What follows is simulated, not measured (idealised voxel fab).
Module name: voxel plated lines (process module)
The width of the displayed cross-section, cut, is 215 nm; its cells are square, with a size of 5 nm.
Cross-section layout: square cells on a grid; listed as bands, top to bottom; a band spans one or more cell rows. What a band's entry tells you: where the top is and where the bottom is, as heights in nm, and after that what lies inside, material by material from left to right, each with its width in nm. Empty space is written as the word "air", and a single material marked with the word "everywhere" occupies the band from edge to edge. Heights are measured from 0, the level below which the as-received wafer is all one material; the lowest band has no bottom and continues downward, written as in "0 nm and below". Note: "30->40" means the width goes from the first number (top row of the band) to the second number (bottom row) in equal steps per row of cells. "nothing got changed" -> step changed no cross-section cell. "Listed closed voids" enumerates empty spaces isolated from the top, with no open way to it, that contain at least 8 cells, giving each as width x height at distance from the left edge, all three in nm. Heads up: the bit after the settings on a step's line is the simulator's remark on that step. For masked steps, "overlay nm" on the step line gives how far right of plan the mask actually lay; a minus sign means it lay to the left.
-- So here's the lineup of process steps we planned
- 1: RECEIVE, material Si
- 2: CONFORMAL_DEP, material SiO2, thk nm 15
- 3: DIRECTIONAL_DEP, material TiN, thk nm 5
- 4: PATTERN, tone open, mask id LINES, material resist, width nm 20, pitch nm 40, thk nm 40, overlay nm 0
- 5: EPI, material Ru, thk nm 10
- 6: EPI, material Ru, thk nm 5
- 7: EPI, material Ru, thk nm 5
- 8: STRIP, etch materials resist
- 9: DIRECTIONAL_ETCH, etch materials TiN, depth nm 5
- 10: CONFORMAL_DEP, material SiN, thk nm 10
-- First wafer out of two, processed as planned
-- Wafer at receipt (post step 1), cross-section
    0 nm and below | Si everywhere
    Listed closed voids: none
-- Cross-section of the wafer after step 2
    15 nm to 0 nm | SiO2 everywhere
    At heights below 0, the structure remains unaltered.
-- Cross-section of the wafer after step 3
    20 nm to 15 nm | TiN everywhere
    At heights below 15, the structure remains unaltered.
-- Cross-section of the wafer after step 4
    60 nm to 20 nm | 55 of resist, 20 of air, 20 of resist, 20 of air, 20 of resist, 20 of air, 60 of resist
    At heights below 20, the structure remains unaltered.
-- Cross-section of the wafer after step 5
    60 nm to 30 nm | 55 of resist, 20 of air, 20 of resist, 20 of air, 20 of resist, 20 of air, 60 of resist
    30 nm to 20 nm | 55 of resist, 20 of Ru, 20 of resist, 20 of Ru, 20 of resist, 20 of Ru, 60 of resist
    At heights below 20, the structure remains unaltered.
-- Cross-section of the wafer after step 6
    60 nm to 35 nm | 55 of resist, 20 of air, 20 of resist, 20 of air, 20 of resist, 20 of air, 60 of resist
    35 nm to 20 nm | 55 of resist, 20 of Ru, 20 of resist, 20 of Ru, 20 of resist, 20 of Ru, 60 of resist
    At heights below 20, the structure remains unaltered.
-- Cross-section of the wafer after step 7
    60 nm to 40 nm | 55 of resist, 20 of air, 20 of resist, 20 of air, 20 of resist, 20 of air, 60 of resist
    40 nm to 20 nm | 55 of resist, 20 of Ru, 20 of resist, 20 of Ru, 20 of resist, 20 of Ru, 60 of resist
    At heights below 20, the structure remains unaltered.
-- Cross-section of the wafer after step 8
    40 nm to 20 nm | 55 of air, 20 of Ru, 20 of air, 20 of Ru, 20 of air, 20 of Ru, 60 of air
    At heights below 20, the structure remains unaltered.
-- Cross-section of the wafer after step 9
    40 nm to 20 nm | 55 of air, 20 of Ru, 20 of air, 20 of Ru, 20 of air, 20 of Ru, 60 of air
    20 nm to 15 nm | 55 of air, 20 of TiN, 20 of air, 20 of TiN, 20 of air, 20 of TiN, 60 of air
    At heights below 15, the structure remains unaltered.
-- Cross-section of the wafer after step 10
    50 nm to 40 nm | 45 of air, 120 of SiN, 50 of air
    40 nm to 25 nm | 45 of air, 10 of SiN, 20 of Ru, 20 of SiN, 20 of Ru, 20 of SiN, 20 of Ru, 10 of SiN, 50 of air
    25 nm to 20 nm | 55 of SiN, 20 of Ru, 20 of SiN, 20 of Ru, 20 of SiN, 20 of Ru, 60 of SiN
    20 nm to 15 nm | 55 of SiN, 20 of TiN, 20 of SiN, 20 of TiN, 20 of SiN, 20 of TiN, 60 of SiN
    At heights below 15, the structure remains unaltered.
-- Wafer two. Identical start, identical plan. One mistake in execution. Identical history through step 1
-- Second wafer, sectioned view, at step 2's planned end time
    5 nm to 0 nm | TiN everywhere
    At heights below 0, the structure remains unaltered.
-- Second wafer, sectioned view, at step 3's planned end time
    20 nm to 5 nm | SiO2 everywhere
    At heights below 5, the structure remains unaltered.
-- Second wafer, sectioned view, at step 4's planned end time
    60 nm to 20 nm | 55 of resist, 20 of air, 20 of resist, 20 of air, 20 of resist, 20 of air, 60 of resist
    At heights below 20, the structure remains unaltered.
Second wafer, sectioned view, at step 5's planned end time: nothing got changed
Second wafer, sectioned view, at step 6's planned end time: nothing got changed
Second wafer, sectioned view, at step 7's planned end time: nothing got changed
-- Second wafer, sectioned view, at step 8's planned end time
    20 nm to 5 nm | SiO2 everywhere
    At heights below 5, the structure remains unaltered.
Second wafer, sectioned view, at step 9's planned end time: nothing got changed
-- Second wafer, sectioned view, at step 10's planned end time
    30 nm to 20 nm | SiN everywhere
    At heights below 20, the structure remains unaltered.
Misprocessing identified: so 2 and 3 got swapped relative to the plan, each ran where the other was supposed to
FYI, end of process, the second wafer has more or fewer cells of some materials than the first: Ru: 48 fewer; SiN: 60 fewer; TiN: 31 more
